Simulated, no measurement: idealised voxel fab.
You're looking at the process module voxel gate over fins.
Each square cell in cross-section cut measures 5 nm, and the section as a whole is 280 nm wide.
A cross-section is a grid of square cells, given in bands from the top down. A band is one or more rows of cells. Heights first: top, then bottom, in nm. Then materials, left to right, each with a width in nm. "all across" on a single material: fills the band edge to edge. "blank": empty space. Convention: height 0 is the level below which the wafer, as received, is all one material. The lowest band does not terminate at the bottom but continues downward, represented as "z 0 and below". Graded width ("30..40"): value in top row of band = first number; value in bottom row = second number; row-to-row change constant. Step marked "all unchanged"? Then no cell in the cross-section changed in it. You'll see "Unvented cavities" listing empty spaces that have no way open to the top, as long as they're 8 cells or more; the notation is width x height at distance, where the distance is from the left edge, and all of it is in nm. Where a step's line continues beyond its settings, the continuation is a remark by the simulator itself on that step. overlay nm: how far to the right of its planned place the mask lay on this masked step (negative: to the left).

# Process steps - plan
1: RECEIVE,material Si
2: CONFORMAL_DEP,material SiN,thk nm 5
3: PATTERN,tone cover,mask id FINS,material resist,width nm 15,pitch nm 45,thk nm 20,overlay nm 0
4: DIRECTIONAL_ETCH,etch materials SiN,depth nm 5
5: DIRECTIONAL_ETCH,etch materials Si,depth nm 30
6: STRIP,etch materials resist
7: FILL_DEP,material SiO2,thk nm 5
8: CMP,height nm 5
9: SELECTIVE_ETCH,etch materials SiO2,depth nm 15
10: STRIP,etch materials SiN
11: CONFORMAL_DEP,material HfO2,thk nm 5
12: CONFORMAL_DEP,material TiN,thk nm 5
13: FILL_DEP,material W,thk nm 10
14: CMP,height nm 15
15: CONFORMAL_DEP,material SiCN,thk nm 5

# Cross-section of the wafer as it came to us, i.e., already through step 1
- z 0 and below  Si all across
- Unvented cavities: none

# Cross-sectional view of the first of the two wafers upon completion of the module, processed in accordance with the plan
- z 20 to 15  SiCN all across
- z 15 to 10  W all across
- z 10 to 5  W 100  TiN 35  W 10  TiN 35  W 100
- z 5 to 0  W 100  TiN 5  HfO2 25  TiN 5  W 10  TiN 5  HfO2 25  TiN 5  W 100
- z 0 to -5  TiN 105  HfO2 5  Si 15  HfO2 5  TiN 20  HfO2 5  Si 15  HfO2 5  TiN 105
- z -5 to -10  HfO2 110  Si 15  HfO2 30  Si 15  HfO2 110
- z -10 to -30  SiO2 110  Si 15  SiO2 30  Si 15  SiO2 110
- z -30 and below  Si all across
- Unvented cavities: none

# Cross-sectional image of the second wafer of the two following completion of the module. Starting state and process plan were the same as for the first wafer; one execution error occurred
- z 20 to 15  SiCN all across
- z 15 to 10  W all across
- z 10 to 5  W 95  TiN 90  W 95
- z 5 to 0  W 95  TiN 5  HfO2 35  TiN 10  HfO2 35  TiN 5  W 95
- z 0 to -5  TiN 100  HfO2 5  Si 25  HfO2 5  TiN 10  HfO2 5  Si 25  HfO2 5  TiN 100
- z -5 to -10  HfO2 105  Si 25  HfO2 20  Si 25  HfO2 105
- z -10 to -30  SiO2 105  Si 25  SiO2 20  Si 25  SiO2 105
- z -30 and below  Si all across
- Unvented cavities: none
What went wrong in running the wafer? step 3, actual vs plan mismatch, actual run PATTERN,tone cover,mask id FINS,material resist,width nm 25,pitch nm 45,thk nm 20,overlay nm 0
Cell-count delta at end, second wafer over first, by material: +24 Si, -16 SiO2, -8 W
